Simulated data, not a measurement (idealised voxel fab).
The process module presented herein is designated voxel gate over fins.
It is cross-section cut that appears here, measuring 220 nm in width, its square cells being 5 nm in size.
For the purposes of this document, a cross-section shall be understood as a grid of square cells, specified as bands listed in top-to-bottom order, each band consisting of one or more rows of cells. Basically the band line says how high the top is and how high the bottom is, in nm, and then what's in it from left to right, every material with its width in nm. Empty space shows up as "empty", and if a single material carries "all across" it runs the full band edge to edge. Height reference: 0 = level under which incoming wafer is all one material. Lowest band: no bottom, runs on downward, e.g. "0 -> down". So if you see something like "30 to 40" for the width, read it as the top row of the band sitting at the first number and the bottom row at the second, with every row in between moving by the same amount as the last. Step note "identical to before" = no cross-section cell changed. In the "Sealed internal cavities" entry, you get each enclosed empty space of 8 cells or more, one with no open way to the top, written width x height at distance, distance from the left edge, in nm. Heads up: the bit after the settings on a step's line is the simulator's remark on that step. "overlay nm" on a masked step: distance the mask lay right of its planned place, negative for left.

## The planned process steps are enumerated hereunder
1) op RECEIVE | material Si
2) op CONFORMAL_DEP | material SiN | thk nm 10
3) op DIRECTIONAL_DEP | material aC | thk nm 15
4) op PATTERN | tone cover | mask id FINS | material resist | width nm 15 | pitch nm 45 | thk nm 30 | overlay nm 0
5) op DIRECTIONAL_ETCH | etch materials aC | depth nm 15
6) op STRIP | etch materials resist
7) op DIRECTIONAL_ETCH | etch materials SiN | depth nm 10
8) op DIRECTIONAL_ETCH | etch materials Si | depth nm 30
9) op STRIP | etch materials aC
10) op FILL_DEP | material SiO2 | thk nm 5
11) op CMP | height nm 10
12) op SELECTIVE_ETCH | etch materials SiO2 | depth nm 20
13) op STRIP | etch materials SiN
14) op CONFORMAL_DEP | material HfO2 | thk nm 5
15) op CONFORMAL_DEP | material TiN | thk nm 5
16) op FILL_DEP | material W | thk nm 10
17) op CMP | height nm 15
18) op CONFORMAL_DEP | material SiCN | thk nm 10

## The cross-section here shows the wafer as received, i.e. in its state after step 1
    0 -> down = Si all across
    Sealed internal cavities: none

## The following cross-section depicts the wafer upon conclusion of the module. Processing commenced from the starting condition illustrated above and adhered to the plan illustrated above, save for one mistake in execution
    25 -> 15 = SiCN all across
    15 -> 10 = W all across
    10 -> 5 = 45 nm W | 35 nm TiN | 10 nm W | 35 nm TiN | 10 nm W | 35 nm TiN | 50 nm W
    5 -> 0 = 45 nm W | 5 nm TiN | 25 nm HfO2 | 5 nm TiN | 10 nm W | 5 nm TiN | 25 nm HfO2 | 5 nm TiN | 10 nm W | 5 nm TiN | 25 nm HfO2 | 5 nm TiN | 50 nm W
    0 -> -5 = 50 nm TiN | 5 nm HfO2 | 15 nm Si | 5 nm HfO2 | 5 nm TiN | 10 nm W | 5 nm TiN | 5 nm HfO2 | 15 nm Si | 5 nm HfO2 | 5 nm TiN | 10 nm W | 5 nm TiN | 5 nm HfO2 | 15 nm Si | 5 nm HfO2 | 55 nm TiN
    -5 -> -10 = 40 nm HfO2 | 10 nm TiN | 5 nm HfO2 | 15 nm Si | 5 nm HfO2 | 5 nm TiN | 10 nm W | 5 nm TiN | 5 nm HfO2 | 15 nm Si | 5 nm HfO2 | 5 nm TiN | 10 nm W | 5 nm TiN | 5 nm HfO2 | 15 nm Si | 5 nm HfO2 | 10 nm TiN | 45 nm HfO2
    -10 -> -15 = 35 nm SiO2 | 5 nm HfO2 | 10 nm TiN | 5 nm HfO2 | 15 nm Si | 5 nm HfO2 | 20 nm TiN | 5 nm HfO2 | 15 nm Si | 5 nm HfO2 | 20 nm TiN | 5 nm HfO2 | 15 nm Si | 5 nm HfO2 | 10 nm TiN | 5 nm HfO2 | 40 nm SiO2
    -15 -> -20 = 35 nm SiO2 | 20 nm HfO2 | 15 nm Si | 30 nm HfO2 | 15 nm Si | 30 nm HfO2 | 15 nm Si | 20 nm HfO2 | 40 nm SiO2
    -20 -> -30 = 55 nm SiO2 | 15 nm Si | 30 nm SiO2 | 15 nm Si | 30 nm SiO2 | 15 nm Si | 60 nm SiO2
    -30 -> down = Si all across
    Sealed internal cavities: none
Here's what went sideways: contrary to the plan, steps 12 and 13 were processed in exchanged order
